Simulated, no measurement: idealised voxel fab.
Process module name: voxel wiring stack
Xsec cut, 260 nm wide, square cell size 5 nm.
Think of the cross-section as a grid of square cells. We describe it in bands, top to bottom, and each band covers one or more rows of those cells.
First you get the band's top height and its bottom height, in nm, and then the materials it's made of, left to right, with each width in nm. If you see a single material with "full width", that one covers the band edge to edge. "blank" is empty space.
Zero point of the height axis is 0; under it, received wafer = one material. Lowest band: continues down indefinitely, "0 nm and below".
The notation "30 to 40" denotes a width that varies across the rows of cells in the band, beginning at the first number in the top row, finishing at the second number in the bottom row, and changing by an identical amount from each row to the next.
The cross-section has no changed cell in any step marked "nothing different".
The label "Fully enclosed voids" introduces a list of the empty spaces, 8 cells or larger, that have no open way up to the top; each entry in it reads width x height at distance, where the distance is taken from the left edge and all three are stated in nm.
Read whatever lies past the settings on a step's line as the simulator's own remark about the step.
overlay nm, on a step with a mask: how far to the right of its planned place the mask lay; to the left if negative
BELOW IS THE LIST OF PLANNED PROCESS STEPS
1 RECEIVE with material Si
2 CONFORMAL_DEP with material SiO2, thk nm 10
3 DIRECTIONAL_DEP with material TiN, thk nm 5
4 DIRECTIONAL_DEP with material W, thk nm 25
5 MASKED_ETCH with tone cover, mask id METAL_1, width nm 25, pitch nm 40, etch materials W, depth nm 25, overlay nm 0
6 MASKED_ETCH with tone cover, mask id METAL_1, width nm 25, pitch nm 40, etch materials TiN, depth nm 5, overlay nm 0
7 FILL_DEP with material lowk, thk nm 5
8 CMP with height nm 40
9 CONFORMAL_DEP with material SiCN, thk nm 5
10 DIRECTIONAL_DEP with material SiO2, thk nm 10
11 PATTERN with tone open, mask id PLUG_1, material resist, width nm 15, pitch nm 40, thk nm 15, overlay nm 0
12 DIRECTIONAL_ETCH with etch materials SiO2, depth nm 10
13 DIRECTIONAL_ETCH with etch materials SiCN, depth nm 5
14 STRIP with etch materials resist
15 CONFORMAL_DEP with material TiN, thk nm 5
16 FILL_DEP with material Ru, thk nm 10
17 CMP with height nm 55
18 DIRECTIONAL_DEP with material TiN, thk nm 5
19 DIRECTIONAL_DEP with material Ru, thk nm 25
20 DIRECTIONAL_DEP with material aC, thk nm 15
21 PATTERN with tone cover, mask id METAL_2, material resist, width nm 25, pitch nm 40, thk nm 35, overlay nm 0
22 DIRECTIONAL_ETCH with etch materials aC, depth nm 15
23 STRIP with etch materials resist
24 DIRECTIONAL_ETCH with etch materials Ru, depth nm 25
25 DIRECTIONAL_ETCH with etch materials TiN, depth nm 5
26 STRIP with etch materials aC
27 CONFORMAL_DEP with material SiCN, thk nm 5
28 FILL_DEP with material SiO2, thk nm 5
29 CMP with height nm 85
30 CONFORMAL_DEP with material SiCN, thk nm 5
31 DIRECTIONAL_DEP with material lowk, thk nm 20
32 PATTERN with tone open, mask id PLUG_2, material resist, width nm 15, pitch nm 80, thk nm 20, overlay nm 0
33 DIRECTIONAL_ETCH with etch materials lowk, depth nm 20
34 DIRECTIONAL_ETCH with etch materials SiCN, depth nm 5
35 STRIP with etch materials resist
36 CONFORMAL_DEP with material TiN, thk nm 5
37 FILL_DEP with material Ru, thk nm 5
38 CMP with height nm 110
39 CONFORMAL_DEP with material SiN, thk nm 5
40 DIRECTIONAL_DEP with material SiO2, thk nm 15
41 MASKED_ETCH with tone open, mask id METAL_3, width nm 25, pitch nm 40, etch materials SiO2, depth nm 15, overlay nm 0
42 MASKED_ETCH with tone open, mask id METAL_3, width nm 25, pitch nm 40, etch materials SiN, depth nm 5, overlay nm 0
43 CONFORMAL_DEP with material TiN, thk nm 5
44 FILL_DEP with material Cu, thk nm 5
45 CMP with height nm 130
46 CONFORMAL_DEP with material SiCN, thk nm 5
THE FIRST OF A SET OF TWO WAFERS, RUN TO PLAN
CROSS-SECTIONAL VIEW OF THE WAFER IN ITS AS-RECEIVED CONDITION, CORRESPONDING TO THE STATE AFTER STEP 1
    0 nm and below: Si full width
    Fully enclosed voids: none
THE WAFER IN CROSS-SECTION ONCE STEP 2 IS COMPLETE
    10 nm to 0 nm: SiO2 full width
    Nothing below the height 0 has changed.
THE WAFER IN CROSS-SECTION ONCE STEP 3 IS COMPLETE
    15 nm to 10 nm: TiN full width
    Nothing below the height 10 has changed.
THE WAFER IN CROSS-SECTION ONCE STEP 4 IS COMPLETE
    40 nm to 15 nm: W full width
    Nothing below the height 15 has changed.
THE WAFER IN CROSS-SECTION ONCE STEP 5 IS COMPLETE
    40 nm to 15 nm: 55 blank  25 W  15 blank  25 W  15 blank  25 W  15 blank  25 W  60 blank
    Nothing below the height 15 has changed.
THE WAFER IN CROSS-SECTION ONCE STEP 6 IS COMPLETE
    40 nm to 15 nm: 55 blank  25 W  15 blank  25 W  15 blank  25 W  15 blank  25 W  60 blank
    15 nm to 10 nm: 55 blank  25 TiN  15 blank  25 TiN  15 blank  25 TiN  15 blank  25 TiN  60 blank
    Nothing below the height 10 has changed.
THE WAFER IN CROSS-SECTION ONCE STEP 7 IS COMPLETE
    45 nm to 40 nm: lowk full width
    40 nm to 15 nm: 55 lowk  25 W  15 lowk  25 W  15 lowk  25 W  15 lowk  25 W  60 lowk
    15 nm to 10 nm: 55 lowk  25 TiN  15 lowk  25 TiN  15 lowk  25 TiN  15 lowk  25 TiN  60 lowk
    Nothing below the height 10 has changed.
THE WAFER IN CROSS-SECTION ONCE STEP 8 IS COMPLETE
    40 nm to 15 nm: 55 lowk  25 W  15 lowk  25 W  15 lowk  25 W  15 lowk  25 W  60 lowk
    Nothing below the height 15 has changed.
THE WAFER IN CROSS-SECTION ONCE STEP 9 IS COMPLETE
    45 nm to 40 nm: SiCN full width
    Nothing below the height 40 has changed.
THE WAFER IN CROSS-SECTION ONCE STEP 10 IS COMPLETE
    55 nm to 45 nm: SiO2 full width
    Nothing below the height 45 has changed.
THE WAFER IN CROSS-SECTION ONCE STEP 11 IS COMPLETE
    70 nm to 55 nm: 55 resist  15 blank  25 resist  15 blank  25 resist  15 blank  25 resist  15 blank  70 resist
    Nothing below the height 55 has changed.
THE WAFER IN CROSS-SECTION ONCE STEP 12 IS COMPLETE
    70 nm to 55 nm: 55 resist  15 blank  25 resist  15 blank  25 resist  15 blank  25 resist  15 blank  70 resist
    55 nm to 45 nm: 55 SiO2  15 blank  25 SiO2  15 blank  25 SiO2  15 blank  25 SiO2  15 blank  70 SiO2
    Nothing below the height 45 has changed.
THE WAFER IN CROSS-SECTION ONCE STEP 13 IS COMPLETE
    70 nm to 55 nm: 55 resist  15 blank  25 resist  15 blank  25 resist  15 blank  25 resist  15 blank  70 resist
    55 nm to 45 nm: 55 SiO2  15 blank  25 SiO2  15 blank  25 SiO2  15 blank  25 SiO2  15 blank  70 SiO2
    45 nm to 40 nm: 55 SiCN  15 blank  25 SiCN  15 blank  25 SiCN  15 blank  25 SiCN  15 blank  70 SiCN
    Nothing below the height 40 has changed.
THE WAFER IN CROSS-SECTION ONCE STEP 14 IS COMPLETE
    55 nm to 45 nm: 55 SiO2  15 blank  25 SiO2  15 blank  25 SiO2  15 blank  25 SiO2  15 blank  70 SiO2
    Nothing below the height 45 has changed.
THE WAFER IN CROSS-SECTION ONCE STEP 15 IS COMPLETE
    60 nm to 55 nm: 60 TiN  5 blank  35 TiN  5 blank  35 TiN  5 blank  35 TiN  5 blank  75 TiN
    55 nm to 45 nm: 55 SiO2  5 TiN  5 blank  5 TiN  25 SiO2  5 TiN  5 blank  5 TiN  25 SiO2  5 TiN  5 blank  5 TiN  25 SiO2  5 TiN  5 blank  5 TiN  70 SiO2
    45 nm to 40 nm: 55 SiCN  15 TiN  25 SiCN  15 TiN  25 SiCN  15 TiN  25 SiCN  15 TiN  70 SiCN
    Nothing below the height 40 has changed.
THE WAFER IN CROSS-SECTION ONCE STEP 16 IS COMPLETE
    70 nm to 60 nm: Ru full width
    60 nm to 55 nm: 60 TiN  5 Ru  35 TiN  5 Ru  35 TiN  5 Ru  35 TiN  5 Ru  75 TiN
    55 nm to 45 nm: 55 SiO2  5 TiN  5 Ru  5 TiN  25 SiO2  5 TiN  5 Ru  5 TiN  25 SiO2  5 TiN  5 Ru  5 TiN  25 SiO2  5 TiN  5 Ru  5 TiN  70 SiO2
    Nothing below the height 45 has changed.
THE WAFER IN CROSS-SECTION ONCE STEP 17 IS COMPLETE
    55 nm to 45 nm: 55 SiO2  5 TiN  5 Ru  5 TiN  25 SiO2  5 TiN  5 Ru  5 TiN  25 SiO2  5 TiN  5 Ru  5 TiN  25 SiO2  5 TiN  5 Ru  5 TiN  70 SiO2
    Nothing below the height 45 has changed.
THE WAFER IN CROSS-SECTION ONCE STEP 18 IS COMPLETE
    60 nm to 55 nm: TiN full width
    Nothing below the height 55 has changed.
THE WAFER IN CROSS-SECTION ONCE STEP 19 IS COMPLETE
    85 nm to 60 nm: Ru full width
    Nothing below the height 60 has changed.
THE WAFER IN CROSS-SECTION ONCE STEP 20 IS COMPLETE
    100 nm to 85 nm: aC full width
    Nothing below the height 85 has changed.
THE WAFER IN CROSS-SECTION ONCE STEP 21 IS COMPLETE
    135 nm to 100 nm: 55 blank  25 resist  15 blank  25 resist  15 blank  25 resist  15 blank  25 resist  60 blank
    Nothing below the height 100 has changed.
THE WAFER IN CROSS-SECTION ONCE STEP 22 IS COMPLETE
    120 nm to 100 nm: 55 blank  25 resist  15 blank  25 resist  15 blank  25 resist  15 blank  25 resist  60 blank
    100 nm to 85 nm: 55 blank  25 aC  15 blank  25 aC  15 blank  25 aC  15 blank  25 aC  60 blank
    Nothing below the height 85 has changed.
THE WAFER IN CROSS-SECTION ONCE STEP 23 IS COMPLETE
    100 nm to 85 nm: 55 blank  25 aC  15 blank  25 aC  15 blank  25 aC  15 blank  25 aC  60 blank
    Nothing below the height 85 has changed.
THE WAFER IN CROSS-SECTION ONCE STEP 24 IS COMPLETE
    100 nm to 85 nm: 55 blank  25 aC  15 blank  25 aC  15 blank  25 aC  15 blank  25 aC  60 blank
    85 nm to 60 nm: 55 blank  25 Ru  15 blank  25 Ru  15 blank  25 Ru  15 blank  25 Ru  60 blank
    Nothing below the height 60 has changed.
THE WAFER IN CROSS-SECTION ONCE STEP 25 IS COMPLETE
    100 nm to 85 nm: 55 blank  25 aC  15 blank  25 aC  15 blank  25 aC  15 blank  25 aC  60 blank
    85 nm to 60 nm: 55 blank  25 Ru  15 blank  25 Ru  15 blank  25 Ru  15 blank  25 Ru  60 blank
    60 nm to 55 nm: 55 blank  25 TiN  15 blank  25 TiN  15 blank  25 TiN  15 blank  25 TiN  60 blank
    Nothing below the height 55 has changed.
THE WAFER IN CROSS-SECTION ONCE STEP 26 IS COMPLETE
    85 nm to 60 nm: 55 blank  25 Ru  15 blank  25 Ru  15 blank  25 Ru  15 blank  25 Ru  60 blank
    Nothing below the height 60 has changed.
THE WAFER IN CROSS-SECTION ONCE STEP 27 IS COMPLETE
    90 nm to 85 nm: 50 blank  35 SiCN  5 blank  35 SiCN  5 blank  35 SiCN  5 blank  35 SiCN  55 blank
    85 nm to 60 nm: 50 blank  5 SiCN  25 Ru  5 SiCN  5 blank  5 SiCN  25 Ru  5 SiCN  5 blank  5 SiCN  25 Ru  5 SiCN  5 blank  5 SiCN  25 Ru  5 SiCN  55 blank
    60 nm to 55 nm: 55 SiCN  25 TiN  15 SiCN  25 TiN  15 SiCN  25 TiN  15 SiCN  25 TiN  60 SiCN
    Nothing below the height 55 has changed.
THE WAFER IN CROSS-SECTION ONCE STEP 28 IS COMPLETE
    95 nm to 90 nm: SiO2 full width
    90 nm to 85 nm: 50 SiO2  35 SiCN  5 SiO2  35 SiCN  5 SiO2  35 SiCN  5 SiO2  35 SiCN  55 SiO2
    85 nm to 60 nm: 50 SiO2  5 SiCN  25 Ru  5 SiCN  5 SiO2  5 SiCN  25 Ru  5 SiCN  5 SiO2  5 SiCN  25 Ru  5 SiCN  5 SiO2  5 SiCN  25 Ru  5 SiCN  55 SiO2
    Nothing below the height 60 has changed.
THE WAFER IN CROSS-SECTION ONCE STEP 29 IS COMPLETE
    85 nm to 60 nm: 50 SiO2  5 SiCN  25 Ru  5 SiCN  5 SiO2  5 SiCN  25 Ru  5 SiCN  5 SiO2  5 SiCN  25 Ru  5 SiCN  5 SiO2  5 SiCN  25 Ru  5 SiCN  55 SiO2
    Nothing below the height 60 has changed.
THE WAFER IN CROSS-SECTION ONCE STEP 30 IS COMPLETE
    90 nm to 85 nm: SiCN full width
    Nothing below the height 85 has changed.
THE WAFER IN CROSS-SECTION ONCE STEP 31 IS COMPLETE
    110 nm to 90 nm: lowk full width
    Nothing below the height 90 has changed.
THE WAFER IN CROSS-SECTION ONCE STEP 32 IS COMPLETE
    130 nm to 110 nm: 55 resist  15 blank  65 resist  15 blank  110 resist
    Nothing below the height 110 has changed.
THE WAFER IN CROSS-SECTION ONCE STEP 33 IS COMPLETE
    130 nm to 110 nm: 55 resist  15 blank  65 resist  15 blank  110 resist
    110 nm to 90 nm: 55 lowk  15 blank  65 lowk  15 blank  110 lowk
    Nothing below the height 90 has changed.
THE WAFER IN CROSS-SECTION ONCE STEP 34 IS COMPLETE
    130 nm to 110 nm: 55 resist  15 blank  65 resist  15 blank  110 resist
    110 nm to 90 nm: 55 lowk  15 blank  65 lowk  15 blank  110 lowk
    90 nm to 85 nm: 55 SiCN  15 blank  65 SiCN  15 blank  110 SiCN
    Nothing below the height 85 has changed.
THE WAFER IN CROSS-SECTION ONCE STEP 35 IS COMPLETE
    110 nm to 90 nm: 55 lowk  15 blank  65 lowk  15 blank  110 lowk
    Nothing below the height 90 has changed.
THE WAFER IN CROSS-SECTION ONCE STEP 36 IS COMPLETE
    115 nm to 110 nm: 60 TiN  5 blank  75 TiN  5 blank  115 TiN
    110 nm to 90 nm: 55 lowk  5 TiN  5 blank  5 TiN  65 lowk  5 TiN  5 blank  5 TiN  110 lowk
    90 nm to 85 nm: 55 SiCN  15 TiN  65 SiCN  15 TiN  110 SiCN
    Nothing below the height 85 has changed.
THE WAFER IN CROSS-SECTION ONCE STEP 37 IS COMPLETE
    120 nm to 115 nm: Ru full width
    115 nm to 110 nm: 60 TiN  5 Ru  75 TiN  5 Ru  115 TiN
    110 nm to 90 nm: 55 lowk  5 TiN  5 Ru  5 TiN  65 lowk  5 TiN  5 Ru  5 TiN  110 lowk
    Nothing below the height 90 has changed.
THE WAFER IN CROSS-SECTION ONCE STEP 38 IS COMPLETE
    110 nm to 90 nm: 55 lowk  5 TiN  5 Ru  5 TiN  65 lowk  5 TiN  5 Ru  5 TiN  110 lowk
    Nothing below the height 90 has changed.
THE WAFER IN CROSS-SECTION ONCE STEP 39 IS COMPLETE
    115 nm to 110 nm: SiN full width
    Nothing below the height 110 has changed.
THE WAFER IN CROSS-SECTION ONCE STEP 40 IS COMPLETE
    130 nm to 115 nm: SiO2 full width
    Nothing below the height 115 has changed.
THE WAFER IN CROSS-SECTION ONCE STEP 41 IS COMPLETE
    130 nm to 115 nm: 55 SiO2  25 blank  15 SiO2  25 blank  15 SiO2  25 blank  15 SiO2  25 blank  60 SiO2
    Nothing below the height 115 has changed.
THE WAFER IN CROSS-SECTION ONCE STEP 42 IS COMPLETE
    130 nm to 115 nm: 55 SiO2  25 blank  15 SiO2  25 blank  15 SiO2  25 blank  15 SiO2  25 blank  60 SiO2
    115 nm to 110 nm: 55 SiN  25 blank  15 SiN  25 blank  15 SiN  25 blank  15 SiN  25 blank  60 SiN
    Nothing below the height 110 has changed.
THE WAFER IN CROSS-SECTION ONCE STEP 43 IS COMPLETE
    135 nm to 130 nm: 60 TiN  15 blank  25 TiN  15 blank  25 TiN  15 blank  25 TiN  15 blank  65 TiN
    130 nm to 115 nm: 55 SiO2  5 TiN  15 blank  5 TiN  15 SiO2  5 TiN  15 blank  5 TiN  15 SiO2  5 TiN  15 blank  5 TiN  15 SiO2  5 TiN  15 blank  5 TiN  60 SiO2
    115 nm to 110 nm: 55 SiN  25 TiN  15 SiN  25 TiN  15 SiN  25 TiN  15 SiN  25 TiN  60 SiN
    Nothing below the height 110 has changed.
THE WAFER IN CROSS-SECTION ONCE STEP 44 IS COMPLETE
    140 nm to 135 nm: Cu full width
    135 nm to 130 nm: 60 TiN  15 Cu  25 TiN  15 Cu  25 TiN  15 Cu  25 TiN  15 Cu  65 TiN
    130 nm to 115 nm: 55 SiO2  5 TiN  15 Cu  5 TiN  15 SiO2  5 TiN  15 Cu  5 TiN  15 SiO2  5 TiN  15 Cu  5 TiN  15 SiO2  5 TiN  15 Cu  5 TiN  60 SiO2
    Nothing below the height 115 has changed.
THE WAFER IN CROSS-SECTION ONCE STEP 45 IS COMPLETE
    130 nm to 115 nm: 55 SiO2  5 TiN  15 Cu  5 TiN  15 SiO2  5 TiN  15 Cu  5 TiN  15 SiO2  5 TiN  15 Cu  5 TiN  15 SiO2  5 TiN  15 Cu  5 TiN  60 SiO2
    Nothing below the height 115 has changed.
THE WAFER IN CROSS-SECTION ONCE STEP 46 IS COMPLETE
    135 nm to 130 nm: SiCN full width
    Nothing below the height 130 has changed.
THE SECOND WAFER WAS PREPARED FROM THE SAME STARTING POINT AND UNDER THE SAME PLAN AS THE FIRST; ITS PROCESSING CONTAINED ONE MISTAKE, AND IT REMAINS INDISTINGUISHABLE FROM THE FIRST WAFER UP TO AND INCLUDING STEP 27
X-SECTION, SECOND WAFER, WHEN STEP 28 WAS DUE TO FINISH
    95 nm to 90 nm: Ru full width
    90 nm to 85 nm: 50 Ru  35 SiCN  5 Ru  35 SiCN  5 Ru  35 SiCN  5 Ru  35 SiCN  55 Ru
    85 nm to 60 nm: 50 Ru  5 SiCN  25 Ru  5 SiCN  5 Ru  5 SiCN  25 Ru  5 SiCN  5 Ru  5 SiCN  25 Ru  5 SiCN  5 Ru  5 SiCN  25 Ru  5 SiCN  55 Ru
    Nothing below the height 60 has changed.
X-SECTION, SECOND WAFER, WHEN STEP 29 WAS DUE TO FINISH
    85 nm to 60 nm: 50 Ru  5 SiCN  25 Ru  5 SiCN  5 Ru  5 SiCN  25 Ru  5 SiCN  5 Ru  5 SiCN  25 Ru  5 SiCN  5 Ru  5 SiCN  25 Ru  5 SiCN  55 Ru
    Nothing below the height 60 has changed.
X-SECTION, SECOND WAFER, WHEN STEP 30 WAS DUE TO FINISH
    90 nm to 85 nm: SiCN full width
    Nothing below the height 85 has changed.
X-SECTION, SECOND WAFER, WHEN STEP 31 WAS DUE TO FINISH
    110 nm to 90 nm: lowk full width
    Nothing below the height 90 has changed.
X-SECTION, SECOND WAFER, WHEN STEP 32 WAS DUE TO FINISH
    130 nm to 110 nm: 55 resist  15 blank  65 resist  15 blank  110 resist
    Nothing below the height 110 has changed.
X-SECTION, SECOND WAFER, WHEN STEP 33 WAS DUE TO FINISH
    130 nm to 110 nm: 55 resist  15 blank  65 resist  15 blank  110 resist
    110 nm to 90 nm: 55 lowk  15 blank  65 lowk  15 blank  110 lowk
    Nothing below the height 90 has changed.
X-SECTION, SECOND WAFER, WHEN STEP 34 WAS DUE TO FINISH
    130 nm to 110 nm: 55 resist  15 blank  65 resist  15 blank  110 resist
    110 nm to 90 nm: 55 lowk  15 blank  65 lowk  15 blank  110 lowk
    90 nm to 85 nm: 55 SiCN  15 blank  65 SiCN  15 blank  110 SiCN
    Nothing below the height 85 has changed.
X-SECTION, SECOND WAFER, WHEN STEP 35 WAS DUE TO FINISH
    110 nm to 90 nm: 55 lowk  15 blank  65 lowk  15 blank  110 lowk
    Nothing below the height 90 has changed.
X-SECTION, SECOND WAFER, WHEN STEP 36 WAS DUE TO FINISH
    115 nm to 110 nm: 60 TiN  5 blank  75 TiN  5 blank  115 TiN
    110 nm to 90 nm: 55 lowk  5 TiN  5 blank  5 TiN  65 lowk  5 TiN  5 blank  5 TiN  110 lowk
    90 nm to 85 nm: 55 SiCN  15 TiN  65 SiCN  15 TiN  110 SiCN
    Nothing below the height 85 has changed.
X-SECTION, SECOND WAFER, WHEN STEP 37 WAS DUE TO FINISH
    120 nm to 115 nm: Ru full width
    115 nm to 110 nm: 60 TiN  5 Ru  75 TiN  5 Ru  115 TiN
    110 nm to 90 nm: 55 lowk  5 TiN  5 Ru  5 TiN  65 lowk  5 TiN  5 Ru  5 TiN  110 lowk
    Nothing below the height 90 has changed.
X-SECTION, SECOND WAFER, WHEN STEP 38 WAS DUE TO FINISH
    110 nm to 90 nm: 55 lowk  5 TiN  5 Ru  5 TiN  65 lowk  5 TiN  5 Ru  5 TiN  110 lowk
    Nothing below the height 90 has changed.
X-SECTION, SECOND WAFER, WHEN STEP 39 WAS DUE TO FINISH
    115 nm to 110 nm: SiN full width
    Nothing below the height 110 has changed.
X-SECTION, SECOND WAFER, WHEN STEP 40 WAS DUE TO FINISH
    130 nm to 115 nm: SiO2 full width
    Nothing below the height 115 has changed.
X-SECTION, SECOND WAFER, WHEN STEP 41 WAS DUE TO FINISH
    130 nm to 115 nm: 55 SiO2  25 blank  15 SiO2  25 blank  15 SiO2  25 blank  15 SiO2  25 blank  60 SiO2
    Nothing below the height 115 has changed.
X-SECTION, SECOND WAFER, WHEN STEP 42 WAS DUE TO FINISH
    130 nm to 115 nm: 55 SiO2  25 blank  15 SiO2  25 blank  15 SiO2  25 blank  15 SiO2  25 blank  60 SiO2
    115 nm to 110 nm: 55 SiN  25 blank  15 SiN  25 blank  15 SiN  25 blank  15 SiN  25 blank  60 SiN
    Nothing below the height 110 has changed.
X-SECTION, SECOND WAFER, WHEN STEP 43 WAS DUE TO FINISH
    135 nm to 130 nm: 60 TiN  15 blank  25 TiN  15 blank  25 TiN  15 blank  25 TiN  15 blank  65 TiN
    130 nm to 115 nm: 55 SiO2  5 TiN  15 blank  5 TiN  15 SiO2  5 TiN  15 blank  5 TiN  15 SiO2  5 TiN  15 blank  5 TiN  15 SiO2  5 TiN  15 blank  5 TiN  60 SiO2
    115 nm to 110 nm: 55 SiN  25 TiN  15 SiN  25 TiN  15 SiN  25 TiN  15 SiN  25 TiN  60 SiN
    Nothing below the height 110 has changed.
X-SECTION, SECOND WAFER, WHEN STEP 44 WAS DUE TO FINISH
    140 nm to 135 nm: Cu full width
    135 nm to 130 nm: 60 TiN  15 Cu  25 TiN  15 Cu  25 TiN  15 Cu  25 TiN  15 Cu  65 TiN
    130 nm to 115 nm: 55 SiO2  5 TiN  15 Cu  5 TiN  15 SiO2  5 TiN  15 Cu  5 TiN  15 SiO2  5 TiN  15 Cu  5 TiN  15 SiO2  5 TiN  15 Cu  5 TiN  60 SiO2
    Nothing below the height 115 has changed.
X-SECTION, SECOND WAFER, WHEN STEP 45 WAS DUE TO FINISH
    130 nm to 115 nm: 55 SiO2  5 TiN  15 Cu  5 TiN  15 SiO2  5 TiN  15 Cu  5 TiN  15 SiO2  5 TiN  15 Cu  5 TiN  15 SiO2  5 TiN  15 Cu  5 TiN  60 SiO2
    Nothing below the height 115 has changed.
X-SECTION, SECOND WAFER, WHEN STEP 46 WAS DUE TO FINISH
    135 nm to 130 nm: SiCN full width
    Nothing below the height 130 has changed.
The mistake made against the process plan was this: step 28 was not run as planned; what actually ran was FILL_DEP with material Ru, thk nm 5
Final cells, second wafer relative to first, materials higher or lower: Ru +120, SiO2 -120
